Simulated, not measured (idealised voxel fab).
The process module that follows is named voxel wiring stack.
Xsec cut, 170 nm wide, square cell size 5 nm.
Format of a cross-section: grid, square cells. Given as bands. Order: top down. Band: one or more rows of cells.
Each band's line starts with the height of the band's top and of its bottom, in nm. Then come its materials from left to right, each with its width in nm. One material with "throughout" fills the band from edge to edge. "empty" is empty space.
Where do heights start? At 0: under that level the wafer as delivered is made of one material only. And the lowest band has no floor; it just carries on downward, as in "0 and below".
Width spec "30 to 40" -> top row of cells at first value, bottom row at second value, equal per-row change in between.
"nothing was modified" after a step means that no cell of the cross-section changed.
Closed void catalog: empty space of 8 cells or more with no open way to the top, each as width x height at its distance from the left edge, in nm
The remark found on a step's line after its settings is issued by the simulator itself and pertains to that step.
If you see "overlay nm" on a step's line and that step has a mask, it's telling you how far right of where it was planned the mask ended up; a negative number means it went left instead.
Process steps foreseen in the plan:
| 1 | RECEIVE: material Si |
| 2 | CONFORMAL_DEP: material SiO2, thk nm 10 |
| 3 | DIRECTIONAL_DEP: material TiN, thk nm 5 |
| 4 | DIRECTIONAL_DEP: material W, thk nm 25 |
| 5 | PATTERN: tone cover, mask id METAL_1, material resist, width nm 30, pitch nm 55, thk nm 20, overlay nm 0 |
| 6 | DIRECTIONAL_ETCH: etch materials W, depth nm 25 |
| 7 | DIRECTIONAL_ETCH: etch materials TiN, depth nm 5 |
| 8 | STRIP: etch materials resist |
| 9 | FILL_DEP: material lowk, thk nm 5 |
| 10 | CMP: height nm 40 |
| 11 | CONFORMAL_DEP: material SiCN, thk nm 5 |
| 12 | DIRECTIONAL_DEP: material lowk, thk nm 20 |
| 13 | DIRECTIONAL_DEP: material aC, thk nm 10 |
| 14 | PATTERN: tone open, mask id PLUG_1, material resist, width nm 15, pitch nm 55, thk nm 25, overlay nm 0 |
| 15 | DIRECTIONAL_ETCH: etch materials aC, depth nm 10 |
| 16 | STRIP: etch materials resist |
| 17 | DIRECTIONAL_ETCH: etch materials lowk, depth nm 20 |
| 18 | DIRECTIONAL_ETCH: etch materials SiCN, depth nm 5 |
| 19 | STRIP: etch materials aC |
| 20 | CONFORMAL_DEP: material TiN, thk nm 5 |
| 21 | FILL_DEP: material Cu, thk nm 10 |
| 22 | CMP: height nm 65 |
| 23 | CONFORMAL_DEP: material SiN, thk nm 5 |
| 24 | DIRECTIONAL_DEP: material SiO2, thk nm 15 |
| 25 | MASKED_ETCH: tone open, mask id METAL_2, width nm 30, pitch nm 55, etch materials SiO2, depth nm 15, overlay nm 0 |
| 26 | MASKED_ETCH: tone open, mask id METAL_2, width nm 30, pitch nm 55, etch materials SiN, depth nm 5, overlay nm 0 |
| 27 | CONFORMAL_DEP: material TiN, thk nm 5 |
| 28 | FILL_DEP: material Cu, thk nm 10 |
| 29 | CMP: height nm 85 |
| 30 | CONFORMAL_DEP: material SiCN, thk nm 5 |
Account of the first of two wafers, which was processed as intended:
Incoming wafer in cross-section (state: after step 1):
	0 and below  Si throughout
	Closed void catalog: none
Step 2 done - wafer cross-section:
	10 down to 0  SiO2 throughout
	Under the height 0 nothing was changed.
Step 3 done - wafer cross-section:
	15 down to 10  TiN throughout
	Under the height 10 nothing was changed.
Step 4 done - wafer cross-section:
	40 down to 15  W throughout
	Under the height 15 nothing was changed.
Step 5 done - wafer cross-section:
	60 down to 40  15 nm empty, then 30 nm resist, then 25 nm empty, then 30 nm resist, then 25 nm empty, then 30 nm resist, then 15 nm empty
	Under the height 40 nothing was changed.
Step 6 done - wafer cross-section:
	60 down to 40  15 nm empty, then 30 nm resist, then 25 nm empty, then 30 nm resist, then 25 nm empty, then 30 nm resist, then 15 nm empty
	40 down to 15  15 nm empty, then 30 nm W, then 25 nm empty, then 30 nm W, then 25 nm empty, then 30 nm W, then 15 nm empty
	Under the height 15 nothing was changed.
Step 7 done - wafer cross-section:
	60 down to 40  15 nm empty, then 30 nm resist, then 25 nm empty, then 30 nm resist, then 25 nm empty, then 30 nm resist, then 15 nm empty
	40 down to 15  15 nm empty, then 30 nm W, then 25 nm empty, then 30 nm W, then 25 nm empty, then 30 nm W, then 15 nm empty
	15 down to 10  15 nm empty, then 30 nm TiN, then 25 nm empty, then 30 nm TiN, then 25 nm empty, then 30 nm TiN, then 15 nm empty
	Under the height 10 nothing was changed.
Step 8 done - wafer cross-section:
	40 down to 15  15 nm empty, then 30 nm W, then 25 nm empty, then 30 nm W, then 25 nm empty, then 30 nm W, then 15 nm empty
	Under the height 15 nothing was changed.
Step 9 done - wafer cross-section:
	45 down to 40  lowk throughout
	40 down to 15  15 nm lowk, then 30 nm W, then 25 nm lowk, then 30 nm W, then 25 nm lowk, then 30 nm W, then 15 nm lowk
	15 down to 10  15 nm lowk, then 30 nm TiN, then 25 nm lowk, then 30 nm TiN, then 25 nm lowk, then 30 nm TiN, then 15 nm lowk
	Under the height 10 nothing was changed.
Step 10 done - wafer cross-section:
	40 down to 15  15 nm lowk, then 30 nm W, then 25 nm lowk, then 30 nm W, then 25 nm lowk, then 30 nm W, then 15 nm lowk
	Under the height 15 nothing was changed.
Step 11 done - wafer cross-section:
	45 down to 40  SiCN throughout
	Under the height 40 nothing was changed.
Step 12 done - wafer cross-section:
	65 down to 45  lowk throughout
	Under the height 45 nothing was changed.
Step 13 done - wafer cross-section:
	75 down to 65  aC throughout
	Under the height 65 nothing was changed.
Step 14 done - wafer cross-section:
	100 down to 75  15 nm resist, then 15 nm empty, then 40 nm resist, then 15 nm empty, then 40 nm resist, then 15 nm empty, then 30 nm resist
	Under the height 75 nothing was changed.
Step 15 done - wafer cross-section:
	90 down to 75  15 nm resist, then 15 nm empty, then 40 nm resist, then 15 nm empty, then 40 nm resist, then 15 nm empty, then 30 nm resist
	75 down to 65  15 nm aC, then 15 nm empty, then 40 nm aC, then 15 nm empty, then 40 nm aC, then 15 nm empty, then 30 nm aC
	Under the height 65 nothing was changed.
Step 16 done - wafer cross-section:
	75 down to 65  15 nm aC, then 15 nm empty, then 40 nm aC, then 15 nm empty, then 40 nm aC, then 15 nm empty, then 30 nm aC
	Under the height 65 nothing was changed.
Step 17 done - wafer cross-section:
	75 down to 65  15 nm aC, then 15 nm empty, then 40 nm aC, then 15 nm empty, then 40 nm aC, then 15 nm empty, then 30 nm aC
	65 down to 45  15 nm lowk, then 15 nm empty, then 40 nm lowk, then 15 nm empty, then 40 nm lowk, then 15 nm empty, then 30 nm lowk
	Under the height 45 nothing was changed.
Step 18 done - wafer cross-section:
	75 down to 65  15 nm aC, then 15 nm empty, then 40 nm aC, then 15 nm empty, then 40 nm aC, then 15 nm empty, then 30 nm aC
	65 down to 45  15 nm lowk, then 15 nm empty, then 40 nm lowk, then 15 nm empty, then 40 nm lowk, then 15 nm empty, then 30 nm lowk
	45 down to 40  15 nm SiCN, then 15 nm empty, then 40 nm SiCN, then 15 nm empty, then 40 nm SiCN, then 15 nm empty, then 30 nm SiCN
	Under the height 40 nothing was changed.
Step 19 done - wafer cross-section:
	65 down to 45  15 nm lowk, then 15 nm empty, then 40 nm lowk, then 15 nm empty, then 40 nm lowk, then 15 nm empty, then 30 nm lowk
	Under the height 45 nothing was changed.
Step 20 done - wafer cross-section:
	70 down to 65  20 nm TiN, then 5 nm empty, then 50 nm TiN, then 5 nm empty, then 50 nm TiN, then 5 nm empty, then 35 nm TiN
	65 down to 45  15 nm lowk, then 5 nm TiN, then 5 nm empty, then 5 nm TiN, then 40 nm lowk, then 5 nm TiN, then 5 nm empty, then 5 nm TiN, then 40 nm lowk, then 5 nm TiN, then 5 nm empty, then 5 nm TiN, then 30 nm lowk
	45 down to 40  15 nm SiCN, then 15 nm TiN, then 40 nm SiCN, then 15 nm TiN, then 40 nm SiCN, then 15 nm TiN, then 30 nm SiCN
	Under the height 40 nothing was changed.
Step 21 done - wafer cross-section:
	80 down to 70  Cu throughout
	70 down to 65  20 nm TiN, then 5 nm Cu, then 50 nm TiN, then 5 nm Cu, then 50 nm TiN, then 5 nm Cu, then 35 nm TiN
	65 down to 45  15 nm lowk, then 5 nm TiN, then 5 nm Cu, then 5 nm TiN, then 40 nm lowk, then 5 nm TiN, then 5 nm Cu, then 5 nm TiN, then 40 nm lowk, then 5 nm TiN, then 5 nm Cu, then 5 nm TiN, then 30 nm lowk
	Under the height 45 nothing was changed.
Step 22 done - wafer cross-section:
	65 down to 45  15 nm lowk, then 5 nm TiN, then 5 nm Cu, then 5 nm TiN, then 40 nm lowk, then 5 nm TiN, then 5 nm Cu, then 5 nm TiN, then 40 nm lowk, then 5 nm TiN, then 5 nm Cu, then 5 nm TiN, then 30 nm lowk
	Under the height 45 nothing was changed.
Step 23 done - wafer cross-section:
	70 down to 65  SiN throughout
	Under the height 65 nothing was changed.
Step 24 done - wafer cross-section:
	85 down to 70  SiO2 throughout
	Under the height 70 nothing was changed.
Step 25 done - wafer cross-section:
	85 down to 70  15 nm SiO2, then 30 nm empty, then 25 nm SiO2, then 30 nm empty, then 25 nm SiO2, then 30 nm empty, then 15 nm SiO2
	Under the height 70 nothing was changed.
Step 26 done - wafer cross-section:
	85 down to 70  15 nm SiO2, then 30 nm empty, then 25 nm SiO2, then 30 nm empty, then 25 nm SiO2, then 30 nm empty, then 15 nm SiO2
	70 down to 65  15 nm SiN, then 30 nm empty, then 25 nm SiN, then 30 nm empty, then 25 nm SiN, then 30 nm empty, then 15 nm SiN
	Under the height 65 nothing was changed.
Step 27 done - wafer cross-section:
	90 down to 85  20 nm TiN, then 20 nm empty, then 35 nm TiN, then 20 nm empty, then 35 nm TiN, then 20 nm empty, then 20 nm TiN
	85 down to 70  15 nm SiO2, then 5 nm TiN, then 20 nm empty, then 5 nm TiN, then 25 nm SiO2, then 5 nm TiN, then 20 nm empty, then 5 nm TiN, then 25 nm SiO2, then 5 nm TiN, then 20 nm empty, then 5 nm TiN, then 15 nm SiO2
	70 down to 65  15 nm SiN, then 30 nm TiN, then 25 nm SiN, then 30 nm TiN, then 25 nm SiN, then 30 nm TiN, then 15 nm SiN
	Under the height 65 nothing was changed.
Step 28 done - wafer cross-section:
	100 down to 90  Cu throughout
	90 down to 85  20 nm TiN, then 20 nm Cu, then 35 nm TiN, then 20 nm Cu, then 35 nm TiN, then 20 nm Cu, then 20 nm TiN
	85 down to 70  15 nm SiO2, then 5 nm TiN, then 20 nm Cu, then 5 nm TiN, then 25 nm SiO2, then 5 nm TiN, then 20 nm Cu, then 5 nm TiN, then 25 nm SiO2, then 5 nm TiN, then 20 nm Cu, then 5 nm TiN, then 15 nm SiO2
	Under the height 70 nothing was changed.
Step 29 done - wafer cross-section:
	85 down to 70  15 nm SiO2, then 5 nm TiN, then 20 nm Cu, then 5 nm TiN, then 25 nm SiO2, then 5 nm TiN, then 20 nm Cu, then 5 nm TiN, then 25 nm SiO2, then 5 nm TiN, then 20 nm Cu, then 5 nm TiN, then 15 nm SiO2
	Under the height 70 nothing was changed.
Step 30 done - wafer cross-section:
	90 down to 85  SiCN throughout
	Under the height 85 nothing was changed.
Second wafer, same starting state and plan as the first, one mistake in the run, identical through step 15:
Cross-section, second wafer, at the end time the plan gives for step 16:
	75 down to 65  15 nm aC, then 15 nm empty, then 40 nm aC, then 15 nm empty, then 40 nm aC, then 15 nm empty, then 30 nm aC
	Under the height 65 nothing was changed.
Cross-section, second wafer, at the end time the plan gives for step 17:
	75 down to 65  15 nm aC, then 15 nm empty, then 40 nm aC, then 15 nm empty, then 40 nm aC, then 15 nm empty, then 30 nm aC
	65 down to 45  15 nm lowk, then 15 nm empty, then 40 nm lowk, then 15 nm empty, then 40 nm lowk, then 15 nm empty, then 30 nm lowk
	Under the height 45 nothing was changed.
Cross-section, second wafer, at the end time the plan gives for step 18:
	75 down to 65  15 nm aC, then 15 nm empty, then 40 nm aC, then 15 nm empty, then 40 nm aC, then 15 nm empty, then 30 nm aC
	65 down to 45  15 nm lowk, then 15 nm empty, then 40 nm lowk, then 15 nm empty, then 40 nm lowk, then 15 nm empty, then 30 nm lowk
	45 down to 40  15 nm SiCN, then 15 nm empty, then 40 nm SiCN, then 15 nm empty, then 40 nm SiCN, then 15 nm empty, then 30 nm SiCN
	Under the height 40 nothing was changed.
Cross-section, second wafer, at the end time the plan gives for step 19:
	65 down to 45  15 nm lowk, then 15 nm empty, then 40 nm lowk, then 15 nm empty, then 40 nm lowk, then 15 nm empty, then 30 nm lowk
	Under the height 45 nothing was changed.
Cross-section, second wafer, at the end time the plan gives for step 20:
	70 down to 65  20 nm TiN, then 5 nm empty, then 50 nm TiN, then 5 nm empty, then 50 nm TiN, then 5 nm empty, then 35 nm TiN
	65 down to 45  15 nm lowk, then 5 nm TiN, then 5 nm empty, then 5 nm TiN, then 40 nm lowk, then 5 nm TiN, then 5 nm empty, then 5 nm TiN, then 40 nm lowk, then 5 nm TiN, then 5 nm empty, then 5 nm TiN, then 30 nm lowk
	45 down to 40  15 nm SiCN, then 15 nm TiN, then 40 nm SiCN, then 15 nm TiN, then 40 nm SiCN, then 15 nm TiN, then 30 nm SiCN
	Under the height 40 nothing was changed.
Cross-section, second wafer, at the end time the plan gives for step 21:
	80 down to 70  Cu throughout
	70 down to 65  20 nm TiN, then 5 nm Cu, then 50 nm TiN, then 5 nm Cu, then 50 nm TiN, then 5 nm Cu, then 35 nm TiN
	65 down to 45  15 nm lowk, then 5 nm TiN, then 5 nm Cu, then 5 nm TiN, then 40 nm lowk, then 5 nm TiN, then 5 nm Cu, then 5 nm TiN, then 40 nm lowk, then 5 nm TiN, then 5 nm Cu, then 5 nm TiN, then 30 nm lowk
	Under the height 45 nothing was changed.
Cross-section, second wafer, at the end time the plan gives for step 22:
	65 down to 45  15 nm lowk, then 5 nm TiN, then 5 nm Cu, then 5 nm TiN, then 40 nm lowk, then 5 nm TiN, then 5 nm Cu, then 5 nm TiN, then 40 nm lowk, then 5 nm TiN, then 5 nm Cu, then 5 nm TiN, then 30 nm lowk
	Under the height 45 nothing was changed.
Cross-section, second wafer, at the end time the plan gives for step 23:
	70 down to 65  SiN throughout
	Under the height 65 nothing was changed.
Cross-section, second wafer, at the end time the plan gives for step 24:
	85 down to 70  SiO2 throughout
	Under the height 70 nothing was changed.
Cross-section, second wafer, at the end time the plan gives for step 25:
	85 down to 70  15 nm SiO2, then 30 nm empty, then 25 nm SiO2, then 30 nm empty, then 25 nm SiO2, then 30 nm empty, then 15 nm SiO2
	Under the height 70 nothing was changed.
Cross-section, second wafer, at the end time the plan gives for step 26:
	85 down to 70  15 nm SiO2, then 30 nm empty, then 25 nm SiO2, then 30 nm empty, then 25 nm SiO2, then 30 nm empty, then 15 nm SiO2
	70 down to 65  15 nm SiN, then 30 nm empty, then 25 nm SiN, then 30 nm empty, then 25 nm SiN, then 30 nm empty, then 15 nm SiN
	Under the height 65 nothing was changed.
Cross-section, second wafer, at the end time the plan gives for step 27:
	90 down to 85  20 nm TiN, then 20 nm empty, then 35 nm TiN, then 20 nm empty, then 35 nm TiN, then 20 nm empty, then 20 nm TiN
	85 down to 70  15 nm SiO2, then 5 nm TiN, then 20 nm empty, then 5 nm TiN, then 25 nm SiO2, then 5 nm TiN, then 20 nm empty, then 5 nm TiN, then 25 nm SiO2, then 5 nm TiN, then 20 nm empty, then 5 nm TiN, then 15 nm SiO2
	70 down to 65  15 nm SiN, then 30 nm TiN, then 25 nm SiN, then 30 nm TiN, then 25 nm SiN, then 30 nm TiN, then 15 nm SiN
	Under the height 65 nothing was changed.
Cross-section, second wafer, at the end time the plan gives for step 28:
	100 down to 90  Cu throughout
	90 down to 85  20 nm TiN, then 20 nm Cu, then 35 nm TiN, then 20 nm Cu, then 35 nm TiN, then 20 nm Cu, then 20 nm TiN
	85 down to 70  15 nm SiO2, then 5 nm TiN, then 20 nm Cu, then 5 nm TiN, then 25 nm SiO2, then 5 nm TiN, then 20 nm Cu, then 5 nm TiN, then 25 nm SiO2, then 5 nm TiN, then 20 nm Cu, then 5 nm TiN, then 15 nm SiO2
	Under the height 70 nothing was changed.
Cross-section, second wafer, at the end time the plan gives for step 29:
	85 down to 70  15 nm SiO2, then 5 nm TiN, then 20 nm Cu, then 5 nm TiN, then 25 nm SiO2, then 5 nm TiN, then 20 nm Cu, then 5 nm TiN, then 25 nm SiO2, then 5 nm TiN, then 20 nm Cu, then 5 nm TiN, then 15 nm SiO2
	Under the height 70 nothing was changed.
Cross-section, second wafer, at the end time the plan gives for step 30:
	90 down to 85  SiCN throughout
	Under the height 85 nothing was changed.
So what did we get wrong on this run? step 16 of the plan was carried out twice
Same final cross-section on the two wafers, so the model's numbers don't move because of the mistake.
